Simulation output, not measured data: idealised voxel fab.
The following process module bears the name voxel transistor to metal.
Cross-section cut spans 240 nm and uses square cells 5 nm in size.
Think of the cross-section as a grid of square cells. We describe it in bands, top to bottom, and each band covers one or more rows of those cells. Quick guide to a band line: top height, bottom height (nm) up front; then every material left to right with its width in nm. Only one material and it's marked "everywhere"? Then it fills the band edge to edge. And "blank" just means empty space. Beneath 0, the wafer as received is one material, and that level is where height counting begins. The lowest band goes on downward without a bottom; it is written like "0 down". It should be noted that a width expressed as "30->40" varies in equal increments from row to row of cells within the band, taking the value of the first number at the top row and that of the second number at the bottom row. Any step labelled "remained the same" changed none of the cells in the cross-section. What "Closed empty spaces" gives you is every empty space of 8 cells or more that is cut off from the top. Each appears as width x height at distance, with the distance taken from the left edge and width, height and distance all in nm. Formally, on a step line, whatever follows the settings is a remark that the simulator itself makes on the step. "overlay nm", when on a step's line for a step with a mask, measures how far to the right of its planned place the mask lay; a negative measure means to the left.

Steps planned for the process
- 1: RECEIVE with material Si
- 2: CONFORMAL_DEP with material SiO2, thk nm 5
- 3: CONFORMAL_DEP with material SiN, thk nm 15
- 4: PATTERN with tone cover, mask id ACTIVE, material resist, width nm 95, pitch nm 115, thk nm 15, overlay nm 0
- 5: DIRECTIONAL_ETCH with etch materials SiN, depth nm 15
- 6: DIRECTIONAL_ETCH with etch materials SiO2, depth nm 5
- 7: DIRECTIONAL_ETCH with etch materials Si, depth nm 35
- 8: STRIP with etch materials resist
- 9: OXIDIZE with depth nm 5
- 10: FILL_DEP with material SiO2, thk nm 5
- 11: CMP with height nm 20
- 12: SELECTIVE_ETCH with etch materials SiO2, depth nm 10
- 13: STRIP with etch materials SiN
- 14: SELECTIVE_ETCH with etch materials SiO2, depth nm 5
- 15: OXIDIZE with depth nm 5
- 16: DIRECTIONAL_DEP with material polySi, thk nm 20
- 17: DIRECTIONAL_DEP with material SiCN, thk nm 15
- 18: DIRECTIONAL_DEP with material aC, thk nm 15
- 19: PATTERN with tone cover, mask id GATE, material resist, width nm 15, pitch nm 115, thk nm 30, overlay nm 0
- 20: DIRECTIONAL_ETCH with etch materials aC, depth nm 15
- 21: STRIP with etch materials resist
- 22: DIRECTIONAL_ETCH with etch materials SiCN, depth nm 25
- 23: DIRECTIONAL_ETCH with etch materials polySi, depth nm 30
- 24: STRIP with etch materials aC
- 25: CONFORMAL_DEP with material SiN, thk nm 10
- 26: DIRECTIONAL_ETCH with etch materials SiN, depth nm 10
- 27: DIRECTIONAL_ETCH with etch materials SiO2, depth nm 5
- 28: DIRECTIONAL_ETCH with etch materials Si, depth nm 10
- 29: EPI with material pSi, thk nm 10
- 30: FILL_DEP with material SiO2, thk nm 10
- 31: CMP with height nm 35
- 32: DIRECTIONAL_DEP with material SiO2, thk nm 10
- 33: PATTERN with tone open, mask id CONTACT, material resist, width nm 30, thk nm 15, overlay nm 0
- 34: DIRECTIONAL_ETCH with etch materials SiO2, depth nm 50
- 35: STRIP with etch materials resist
- 36: CONFORMAL_DEP with material TiN, thk nm 5
- 37: FILL_DEP with material Ru, thk nm 5
- 38: CMP with height nm 45
- 39: DIRECTIONAL_DEP with material TiN, thk nm 5
- 40: DIRECTIONAL_DEP with material W, thk nm 15
- 41: MASKED_ETCH with tone cover, mask id METAL_1, width nm 15, etch materials W, depth nm 15, overlay nm 0
- 42: MASKED_ETCH with tone cover, mask id METAL_1, width nm 15, etch materials TiN, depth nm 5, overlay nm 0
- 43: FILL_DEP with material SiO2, thk nm 5
- 44: CMP with height nm 65
- 45: CONFORMAL_DEP with material SiN, thk nm 5

Cross-section of the incoming wafer, state after step 1
- 0 down: Si everywhere
- Closed empty spaces: none

Module complete, cross-section. Starting point and plan per above. One mistake made in running the module
- 70 to 65: SiN everywhere
- 65 to 50: SiO2=20; W=15; SiO2=55; W=15; SiO2=30; W=15; SiO2=55; W=15; SiO2=20
- 50 to 45: SiO2=20; TiN=15; SiO2=55; TiN=15; SiO2=30; TiN=15; SiO2=55; TiN=15; SiO2=20
- 45 to 35: SiO2=15; TiN=5; Ru=20; TiN=5; SiO2=25; TiN=5->15; Ru=20->10; TiN=5; SiO2=30; TiN=5; Ru=20; TiN=5; SiO2=25; TiN=5->15; Ru=20->10; TiN=5; SiO2=25
- 35 to 20: SiO2=15; TiN=5; Ru=20; TiN=5; SiN=10; SiCN=15; SiN=10; TiN=5; Ru=10; TiN=5; SiO2=30; TiN=5; Ru=20; TiN=5; SiN=10; SiCN=15; SiN=10; TiN=5; Ru=10; TiN=5; SiO2=25
- 20 to 10: SiO2=15; TiN=5; Ru=20; TiN=5; SiN=10; polySi=15; SiN=10; TiN=5; Ru=10; TiN=5; SiO2=30; TiN=5; Ru=20; TiN=5; SiN=10; polySi=15; SiN=10; TiN=5; Ru=10; TiN=5; SiO2=25
- 10 to 5: SiO2=15; TiN=10; Ru=5; TiN=15; SiN=10; polySi=15; SiN=10; TiN=20; SiO2=30; TiN=10; Ru=5; TiN=15; SiN=10; polySi=15; SiN=10; TiN=20; SiO2=25
- 5 to 0: SiO2=10; SiN=10; TiN=5; Ru=5; TiN=5; pSi=10; SiN=10; polySi=15; SiN=10; pSi=10; TiN=10; SiO2=5; SiN=10; SiO2=10; SiN=10; TiN=5; Ru=5; TiN=5; pSi=10; SiN=10; polySi=15; SiN=10; pSi=10; TiN=10; SiO2=5; SiN=10; SiO2=10
- 0 to -5: SiO2=20; TiN=15; pSi=10; SiO2=35; pSi=10; TiN=10; SiO2=35; TiN=15; pSi=10; SiO2=35; pSi=10; TiN=10; SiO2=25
- -5 to -15: SiO2=20; pSi=25; Si=35; pSi=25; SiO2=30; pSi=25; Si=35; pSi=25; SiO2=20
- -15 to -40: SiO2=20; Si=85; SiO2=30; Si=85; SiO2=20
- -40 down: Si everywhere
- Closed empty spaces: none
Run error: step 33 ran with different settings than intended, the actual operation and settings being PATTERN with tone open, mask id CONTACT, material resist, width nm 30, thk nm 15, overlay nm -5
